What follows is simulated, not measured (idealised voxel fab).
The name of this process module is voxel gate over fins.
The figure presents cross-section cut, which has a width of 180 nm and is divided into square cells with an edge length of 5 nm.
A cross-section is a grid of square cells, given in bands from the top down. A band is one or more rows of cells.
Per band: top height and bottom height in nm, followed by the left-to-right materials and their widths in nm; "all across" marks a single material spanning edge to edge, "air" marks empty space.
We count height from 0. Below that, the starting wafer is all one material. The lowest band never ends at the bottom but goes on down; see "0 -> down" for how that is written.
A two-number width, for instance "30 to 40", indicates that the width is equal to the first number in the top row of the band and to the second number in the bottom row, and that it changes by a constant amount per row of cells.
Basically "remained the same" means that step didn't change any cell in the cross-section.
Listed in "Trapped voids": every empty space of 8 or more cells without an open way to the top. Form: width x height at distance, the distance being from the left edge, all in nm.
Post-settings text on a step line: simulator's own remark regarding the step.
On any step carrying a mask, the "overlay nm" setting, if present on the step's line, tells how far right of its planned place the mask lay; negative values point to the left.
The steps planned for the process are as follows:
| 1 | op RECEIVE | material Si |
| 2 | op CONFORMAL_DEP | material SiN | thk nm 10 |
| 3 | op PATTERN | tone cover | mask id FINS | material resist | width nm 15 | pitch nm 35 | thk nm 20 | overlay nm 0 |
| 4 | op DIRECTIONAL_ETCH | etch materials SiN | depth nm 10 |
| 5 | op DIRECTIONAL_ETCH | etch materials Si | depth nm 35 |
| 6 | op STRIP | etch materials resist |
| 7 | op OXIDIZE | depth nm 5 |
| 8 | op FILL_DEP | material SiO2 | thk nm 5 |
| 9 | op CMP | height nm 10 |
| 10 | op SELECTIVE_ETCH | etch materials SiO2 | depth nm 25 |
| 11 | op STRIP | etch materials SiN |
| 12 | op CONFORMAL_DEP | material HfO2 | thk nm 5 |
| 13 | op CONFORMAL_DEP | material TiN | thk nm 5 |
| 14 | op FILL_DEP | material W | thk nm 10 |
| 15 | op CMP | height nm 15 |
| 16 | op CONFORMAL_DEP | material SiN | thk nm 5 |
As received, after step 1:
  0 -> down = Si all across
  Trapped voids: none
Sectioned view, first of two wafers, at the close of the module, processed as intended in the plan:
  20 -> 15 = SiN all across
  15 -> 10 = W all across
  10 -> 5 = W (25)  TiN (25)  W (10)  TiN (25)  W (10)  TiN (25)  W (10)  TiN (25)  W (25)
  5 -> 0 = W (25)  TiN (5)  HfO2 (15)  TiN (5)  W (10)  TiN (5)  HfO2 (15)  TiN (5)  W (10)  TiN (5)  HfO2 (15)  TiN (5)  W (10)  TiN (5)  HfO2 (15)  TiN (5)  W (25)
  0 -> -5 = W (25)  TiN (5)  HfO2 (5)  Si (5)  HfO2 (5)  TiN (5)  W (10)  TiN (5)  HfO2 (5)  Si (5)  HfO2 (5)  TiN (5)  W (10)  TiN (5)  HfO2 (5)  Si (5)  HfO2 (5)  TiN (5)  W (10)  TiN (5)  HfO2 (5)  Si (5)  HfO2 (5)  TiN (5)  W (25)
  -5 -> -10 = TiN (30)  HfO2 (5)  Si (5)  HfO2 (5)  TiN (20)  HfO2 (5)  Si (5)  HfO2 (5)  TiN (20)  HfO2 (5)  Si (5)  HfO2 (5)  TiN (20)  HfO2 (5)  Si (5)  HfO2 (5)  TiN (30)
  -10 -> -15 = HfO2 (35)  Si (5)  HfO2 (30)  Si (5)  HfO2 (30)  Si (5)  HfO2 (30)  Si (5)  HfO2 (35)
  -15 -> -40 = SiO2 (35)  Si (5)  SiO2 (30)  Si (5)  SiO2 (30)  Si (5)  SiO2 (30)  Si (5)  SiO2 (35)
  -40 -> down = Si all across
  Trapped voids: none
Now the second wafer, cross-sectioned at the end of the module. Nothing different at the start, nothing different in the plan compared with the first, just one mistake when it was actually run:
  20 -> 15 = SiN all across
  15 -> 10 = W all across
  10 -> 5 = W (15)  TiN (25)  W (10)  TiN (25)  W (10)  TiN (25)  W (10)  TiN (25)  W (35)
  5 -> 0 = W (15)  TiN (5)  HfO2 (15)  TiN (5)  W (10)  TiN (5)  HfO2 (15)  TiN (5)  W (10)  TiN (5)  HfO2 (15)  TiN (5)  W (10)  TiN (5)  HfO2 (15)  TiN (5)  W (35)
  0 -> -5 = W (15)  TiN (5)  HfO2 (5)  Si (5)  HfO2 (5)  TiN (5)  W (10)  TiN (5)  HfO2 (5)  Si (5)  HfO2 (5)  TiN (5)  W (10)  TiN (5)  HfO2 (5)  Si (5)  HfO2 (5)  TiN (5)  W (10)  TiN (5)  HfO2 (5)  Si (5)  HfO2 (5)  TiN (5)  W (35)
  -5 -> -10 = TiN (20)  HfO2 (5)  Si (5)  HfO2 (5)  TiN (20)  HfO2 (5)  Si (5)  HfO2 (5)  TiN (20)  HfO2 (5)  Si (5)  HfO2 (5)  TiN (20)  HfO2 (5)  Si (5)  HfO2 (5)  TiN (40)
  -10 -> -15 = HfO2 (25)  Si (5)  HfO2 (30)  Si (5)  HfO2 (30)  Si (5)  HfO2 (30)  Si (5)  HfO2 (45)
  -15 -> -40 = SiO2 (25)  Si (5)  SiO2 (30)  Si (5)  SiO2 (30)  Si (5)  SiO2 (30)  Si (5)  SiO2 (45)
  -40 -> down = Si all across
  Trapped voids: none
what went wrong: step 3 changed vs plan, executed as op PATTERN | tone cover | mask id FINS | material resist | width nm 15 | pitch nm 35 | thk nm 20 | overlay nm -10
At the close, every material occupies the same number of cells on the second wafer as on the first, only in different positions.
